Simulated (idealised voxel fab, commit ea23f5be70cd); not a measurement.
process module | voxel released beams
cross-section cut | 165 nm wide | cells 5 nm
A cross-section is a grid of square cells, given in bands from the top down. A band is one or more rows of cells.
Each band's line starts with the height of the band's top and of its bottom, in nm. Then come its materials from left to right, each with its width in nm. One material with "throughout" fills the band from edge to edge. "air" is empty space.
Height 0 is the level under which the wafer as received is all one material. The lowest band goes on downwards, as in "0 down".
A width such as "30 to 40" changes by the same amount from each row of cells to the next, from the band's top row to its bottom row.
"no change" after a step means that no cell of the cross-section changed.
closed voids: empty space of 8 cells or more with no open way to the top, each as width x height at its distance from the left edge, in nm
after a step's settings: what the simulator itself notes on the step
overlay nm, on a step with a mask: how far to the right of its planned place the mask lay; to the left if negative
plan
1 op RECEIVE | material Si
2 op CONFORMAL_DEP | material SiN | thk nm 10
3 op DIRECTIONAL_DEP | material SiO2 | thk nm 20
4 op DIRECTIONAL_DEP | material aC | thk nm 15
5 op PATTERN | tone open | mask id ANCHOR | material resist | width nm 35 | thk nm 30 | overlay nm 0
6 op DIRECTIONAL_ETCH | etch materials aC | depth nm 15
7 op STRIP | etch materials resist
8 op DIRECTIONAL_ETCH | etch materials SiO2 | depth nm 20
9 op STRIP | etch materials aC
10 op CONFORMAL_DEP | material polySi | thk nm 15
11 op DIRECTIONAL_DEP | material aC | thk nm 15
12 op PATTERN | tone cover | mask id BEAM | material resist | width nm 95 | thk nm 35 | overlay nm 0
13 op DIRECTIONAL_ETCH | etch materials aC | depth nm 15
14 op STRIP | etch materials resist
15 op DIRECTIONAL_ETCH | etch materials polySi | depth nm 15
16 op STRIP | etch materials aC
17 op STRIP | etch materials SiO2
first wafer, as planned
as received, after step 1
  0 down: Si throughout
  closed voids: none
after step 2
  10 to 0: SiN throughout
  below 0: unchanged
after step 3
  30 to 10: SiO2 throughout
  below 10: unchanged
after step 4
  45 to 30: aC throughout
  below 30: unchanged
after step 5
  75 to 45: resist 35 | air 35 | resist 95
  below 45: unchanged
after step 6
  60 to 45: resist 35 | air 35 | resist 95
  45 to 30: aC 35 | air 35 | aC 95
  below 30: unchanged
after step 7
  45 to 30: aC 35 | air 35 | aC 95
  below 30: unchanged
after step 8
  45 to 30: aC 35 | air 35 | aC 95
  30 to 10: SiO2 35 | air 35 | SiO2 95
  below 10: unchanged
after step 9
  30 to 10: SiO2 35 | air 35 | SiO2 95
  below 10: unchanged
after step 10
  45 to 30: polySi 50 | air 5 | polySi 110
  30 to 25: SiO2 35 | polySi 15 | air 5 | polySi 15 | SiO2 95
  25 to 10: SiO2 35 | polySi 35 | SiO2 95
  below 10: unchanged
after step 11
  60 to 45: aC 50 | air 5 | aC 110
  45 to 40: polySi 50 | air 5 | polySi 110
  40 to 30: polySi 50 | aC 5 | polySi 110
  30 to 25: SiO2 35 | polySi 15 | aC 5 | polySi 15 | SiO2 95
  below 25: unchanged
after step 12
  95 to 60: air 30 | resist 95 | air 40
  60 to 45: aC 50 | resist 5 | aC 110
  45 to 40: polySi 50 | resist 5 | polySi 110
  below 40: unchanged
after step 13
  80 to 60: air 30 | resist 95 | air 40
  60 to 45: air 30 | aC 20 | resist 5 | aC 70 | air 40
  below 45: unchanged
after step 14
  60 to 45: air 30 | aC 20 | air 5 | aC 70 | air 40
  45 to 40: polySi 50 | air 5 | polySi 110
  below 40: unchanged
after step 15
  60 to 45: air 30 | aC 20 | air 5 | aC 70 | air 40
  45 to 40: air 30 | polySi 20 | air 5 | polySi 70 | air 40
  40 to 30: air 30 | polySi 20 | aC 5 | polySi 70 | air 40
  below 30: unchanged
after step 16
  45 to 30: air 30 | polySi 20 | air 5 | polySi 70 | air 40
  30 to 25: SiO2 35 | polySi 15 | air 5 | polySi 15 | SiO2 95
  below 25: unchanged
after step 17
  45 to 30: air 30 | polySi 20 | air 5 | polySi 70 | air 40
  30 to 25: air 35 | polySi 15 | air 5 | polySi 15 | air 95
  25 to 10: air 35 | polySi 35 | air 95
  below 10: unchanged
second wafer: like start, like plan, one mistake. Through step 4 it matches the first wafer
when step 5 should have ended
  75 to 45: resist 40 | air 35 | resist 90
  below 45: unchanged
when step 6 should have ended
  60 to 45: resist 40 | air 35 | resist 90
  45 to 30: aC 40 | air 35 | aC 90
  below 30: unchanged
when step 7 should have ended
  45 to 30: aC 40 | air 35 | aC 90
  below 30: unchanged
when step 8 should have ended
  45 to 30: aC 40 | air 35 | aC 90
  30 to 10: SiO2 40 | air 35 | SiO2 90
  below 10: unchanged
when step 9 should have ended
  30 to 10: SiO2 40 | air 35 | SiO2 90
  below 10: unchanged
when step 10 should have ended
  45 to 30: polySi 55 | air 5 | polySi 105
  30 to 25: SiO2 40 | polySi 15 | air 5 | polySi 15 | SiO2 90
  25 to 10: SiO2 40 | polySi 35 | SiO2 90
  below 10: unchanged
when step 11 should have ended
  60 to 45: aC 55 | air 5 | aC 105
  45 to 40: polySi 55 | air 5 | polySi 105
  40 to 30: polySi 55 | aC 5 | polySi 105
  30 to 25: SiO2 40 | polySi 15 | aC 5 | polySi 15 | SiO2 90
  below 25: unchanged
when step 12 should have ended
  95 to 60: air 30 | resist 95 | air 40
  60 to 45: aC 55 | resist 5 | aC 105
  45 to 40: polySi 55 | resist 5 | polySi 105
  below 40: unchanged
when step 13 should have ended
  80 to 60: air 30 | resist 95 | air 40
  60 to 45: air 30 | aC 25 | resist 5 | aC 65 | air 40
  below 45: unchanged
when step 14 should have ended
  60 to 45: air 30 | aC 25 | air 5 | aC 65 | air 40
  45 to 40: polySi 55 | air 5 | polySi 105
  below 40: unchanged
when step 15 should have ended
  60 to 45: air 30 | aC 25 | air 5 | aC 65 | air 40
  45 to 40: air 30 | polySi 25 | air 5 | polySi 65 | air 40
  40 to 30: air 30 | polySi 25 | aC 5 | polySi 65 | air 40
  below 30: unchanged
when step 16 should have ended
  45 to 30: air 30 | polySi 25 | air 5 | polySi 65 | air 40
  30 to 25: SiO2 40 | polySi 15 | air 5 | polySi 15 | SiO2 90
  below 25: unchanged
when step 17 should have ended
  45 to 30: air 30 | polySi 25 | air 5 | polySi 65 | air 40
  30 to 25: air 40 | polySi 15 | air 5 | polySi 15 | air 90
  25 to 10: air 40 | polySi 35 | air 90
  below 10: unchanged
what went wrong: step 5 ran as: op PATTERN | tone open | mask id ANCHOR | material resist | width nm 35 | thk nm 30 | overlay nm 5
at the end the second wafer has, in cells: as many of each material as the first, in other places
